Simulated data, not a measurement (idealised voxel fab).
Process module name: voxel wiring stack
Xsec cut, 260 nm wide, square cell size 5 nm.
If you're reading a cross-section in this doc, picture square cells in a grid; it comes to you as bands, top ones listed first down to the bottom, and a band can be one or more rows of cells.
For a band, the entry starts with two heights in nm, that of the top and then that of the bottom, and carries on with the band's materials in order from left to right, each alongside its width in nm; the word "throughout" beside a single material means it fills the band edge to edge, and "air" means empty space.
Heights from 0 (as-received wafer is one material below). Bottom band endless downward, as "z 0 and below".
So if you see something like "30->40" for the width, read it as the top row of the band sitting at the first number and the bottom row at the second, with every row in between moving by the same amount as the last.
Where a step carries "remains unaltered", the cross-section came out of it unchanged, cell for cell.
Listed in "Fully sealed cavities": every empty space of 8 or more cells without an open way to the top. Form: width x height at distance, the distance being from the left edge, all in nm.
Whatever follows a step's settings on its line is a remark the simulator itself makes about that step.
overlay nm: where the mask lay relative to plan, measured to the right, on steps with a mask; negatives go left.

# List of planned process steps
- 1: RECEIVE [material Si]
- 2: CONFORMAL_DEP [material SiO2] [thk nm 15]
- 3: CONFORMAL_DEP [material SiN] [thk nm 5]
- 4: DIRECTIONAL_DEP [material SiO2] [thk nm 15]
- 5: PATTERN [tone open] [mask id METAL_1] [material resist] [width nm 30] [pitch nm 60] [thk nm 15] [overlay nm 0]
- 6: DIRECTIONAL_ETCH [etch materials SiO2] [depth nm 15]
- 7: DIRECTIONAL_ETCH [etch materials SiN] [depth nm 5]
- 8: STRIP [etch materials resist]
- 9: CONFORMAL_DEP [material TiN] [thk nm 5]
- 10: FILL_DEP [material W] [thk nm 5]
- 11: CMP [height nm 35]
- 12: EPI [material Ru] [thk nm 5]
- 13: FILL_DEP [material SiCN] [thk nm 5]
- 14: DIRECTIONAL_DEP [material lowk] [thk nm 30]
- 15: DIRECTIONAL_DEP [material aC] [thk nm 10]
- 16: PATTERN [tone open] [mask id METAL_2] [material resist] [width nm 30] [pitch nm 60] [thk nm 25] [overlay nm 0]
- 17: DIRECTIONAL_ETCH [etch materials aC] [depth nm 10]
- 18: STRIP [etch materials resist]
- 19: DIRECTIONAL_ETCH [etch materials lowk] [depth nm 20]
- 20: STRIP [etch materials aC]
- 21: DIRECTIONAL_DEP [material aC] [thk nm 15]
- 22: PATTERN [tone open] [mask id METAL_2_HOLES] [material resist] [width nm 15] [pitch nm 120] [thk nm 30] [overlay nm 0]
- 23: DIRECTIONAL_ETCH [etch materials aC] [depth nm 15]
- 24: STRIP [etch materials resist]
- 25: DIRECTIONAL_ETCH [etch materials lowk] [depth nm 10]
- 26: DIRECTIONAL_ETCH [etch materials SiCN] [depth nm 5]
- 27: STRIP [etch materials aC]
- 28: CONFORMAL_DEP [material TiN] [thk nm 5]
- 29: FILL_DEP [material Cu] [thk nm 5]
- 30: CMP [height nm 75]
- 31: CONFORMAL_DEP [material SiCN] [thk nm 5]
- 32: DIRECTIONAL_DEP [material lowk] [thk nm 15]
- 33: MASKED_ETCH [tone open] [mask id PLUG_2] [width nm 15] [pitch nm 120] [etch materials lowk] [depth nm 15] [overlay nm 0]
- 34: MASKED_ETCH [tone open] [mask id PLUG_2] [width nm 15] [pitch nm 120] [etch materials SiCN] [depth nm 5] [overlay nm 0]
- 35: EPI [material Ru] [thk nm 10]
- 36: EPI [material Ru] [thk nm 10]
- 37: DIRECTIONAL_DEP [material TiN] [thk nm 5]
- 38: DIRECTIONAL_DEP [material Ru] [thk nm 25]
- 39: MASKED_ETCH [tone cover] [mask id METAL_3] [width nm 30] [pitch nm 60] [etch materials Ru] [depth nm 25] [overlay nm 0]
- 40: MASKED_ETCH [tone cover] [mask id METAL_3] [width nm 30] [pitch nm 60] [etch materials TiN] [depth nm 5] [overlay nm 0]
- 41: CONFORMAL_DEP [material SiN] [thk nm 5]
- 42: FILL_DEP [material SiO2] [thk nm 5]
- 43: CMP [height nm 125]
- 44: CONFORMAL_DEP [material SiN] [thk nm 5]

# This is the cross-section of the wafer as we received it, i.e. after step 1
  z 0 and below: Si throughout
  Fully sealed cavities: none

# Module complete, cross-section. Starting point and plan per above. One mistake made in running the module
  z 130 to 125: SiN throughout
  z 125 to 100: 50 of SiO2, then 5 of SiN, then 30 of Ru, then 5 of SiN, then 20 of SiO2, then 5 of SiN, then 30 of Ru, then 5 of SiN, then 20 of SiO2, then 5 of SiN, then 30 of Ru, then 5 of SiN, then 50 of SiO2
  z 100 to 95: 55 of SiN, then 30 of TiN, then 30 of SiN, then 30 of TiN, then 30 of SiN, then 30 of TiN, then 55 of SiN
  z 95 to 80: 55 of lowk, then 15 of Ru, then 105 of lowk, then 15 of Ru, then 70 of lowk
  z 80 to 75: 55 of SiCN, then 15 of Ru, then 105 of SiCN, then 15 of Ru, then 70 of SiCN
  z 75 to 70: 55 of lowk, then 5 of TiN, then 20 of Cu, then 5 of TiN, then 30 of lowk, then 5 of TiN, then 20 of Cu, then 5 of TiN, then 30 of lowk, then 5 of TiN, then 20 of Cu, then 5 of TiN, then 55 of lowk
  z 70 to 65: 55 of lowk, then 30 of TiN, then 30 of lowk, then 30 of TiN, then 30 of lowk, then 30 of TiN, then 55 of lowk
  z 65 to 55: 55 of lowk, then 30 of SiCN, then 30 of lowk, then 30 of SiCN, then 30 of lowk, then 30 of SiCN, then 55 of lowk
  z 55 to 45: lowk throughout
  z 45 to 40: SiCN throughout
  z 40 to 35: 50 of SiCN, then 40 of Ru, then 20 of SiCN, then 40 of Ru, then 20 of SiCN, then 40 of Ru, then 50 of SiCN
  z 35 to 20: 55 of SiO2, then 5 of TiN, then 20 of W, then 5 of TiN, then 30 of SiO2, then 5 of TiN, then 20 of W, then 5 of TiN, then 30 of SiO2, then 5 of TiN, then 20 of W, then 5 of TiN, then 55 of SiO2
  z 20 to 15: 55 of SiN, then 30 of TiN, then 30 of SiN, then 30 of TiN, then 30 of SiN, then 30 of TiN, then 55 of SiN
  z 15 to 0: SiO2 throughout
  z 0 and below: Si throughout
  Fully sealed cavities: none
Diagnosis: step 21 ran as: DIRECTIONAL_DEP [material SiCN] [thk nm 15]
